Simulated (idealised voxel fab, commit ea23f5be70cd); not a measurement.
Process module in this document: voxel trench capacitor
Section shown: cut. Width: 250 nm. Cell size: 5 nm, square.
Think of the cross-section as a grid of square cells. We describe it in bands, top to bottom, and each band covers one or more rows of those cells.
Per band: top height and bottom height in nm, followed by the left-to-right materials and their widths in nm; "everywhere" marks a single material spanning edge to edge, "air" marks empty space.
Note: height 0 marks the level under which the wafer is uniformly one material as received. Lowest band unbounded below, written "0 nm and below".
Top row gets the first number, bottom row gets the second, and each row in between changes by the same step: that is how a band width like "30 to 40" works.
"no modification", as given for a step, is the statement that not any cell of the cross-section underwent a change during that step.
Empty spaces counting at least 8 cells and having no open way to the top are listed in "Cavities, sealed". The notation width x height at distance is used for each, the distance being from the left edge and all three values in nm.
Formally, on a step line, whatever follows the settings is a remark that the simulator itself makes on the step.
A step's line can hold "overlay nm"; with a mask on that step, the setting says how far right of the planned place the mask lay, while a negative setting says it lay to the left.
# List of planned process steps
step 1: RECEIVE: material Si
step 2: CONFORMAL_DEP: material SiN, thk nm 10
step 3: DIRECTIONAL_DEP: material aC, thk nm 10
step 4: PATTERN: tone open, mask id TRENCH, material resist, width nm 15, pitch nm 40, thk nm 25, overlay nm 0
step 5: DIRECTIONAL_ETCH: etch materials aC, depth nm 10
step 6: STRIP: etch materials resist
step 7: DIRECTIONAL_ETCH: etch materials SiN, depth nm 10
step 8: DIRECTIONAL_ETCH: etch materials Si, depth nm 40
step 9: STRIP: etch materials aC
step 10: CONFORMAL_DEP: material SiO2, thk nm 5
step 11: FILL_DEP: material polySi, thk nm 10
step 12: CMP: height nm 10
Split variable: width nm, step 4. Plan value = first wafer. Wafers start alike.
# After step 1, as received: first of several wafers, cross-section
* 0 nm and below: Si everywhere
* Cavities, sealed: none
# The table below has one row for each wafer; a row shows, as of the end of the module, how many cells of each material the wafer has gained, marked (+), or lost, marked (-), since it was received, and then the wafer's closed voids
width nm 15, -72 Si, +82 SiN, +63 SiO2, +27 polySi, Cavities, sealed: none
width nm 20, -96 Si, +76 SiN, +66 SiO2, +54 polySi, Cavities, sealed: none
width nm 25, -120 Si, +70 SiN, +69 SiO2, +81 polySi, Cavities, sealed: none
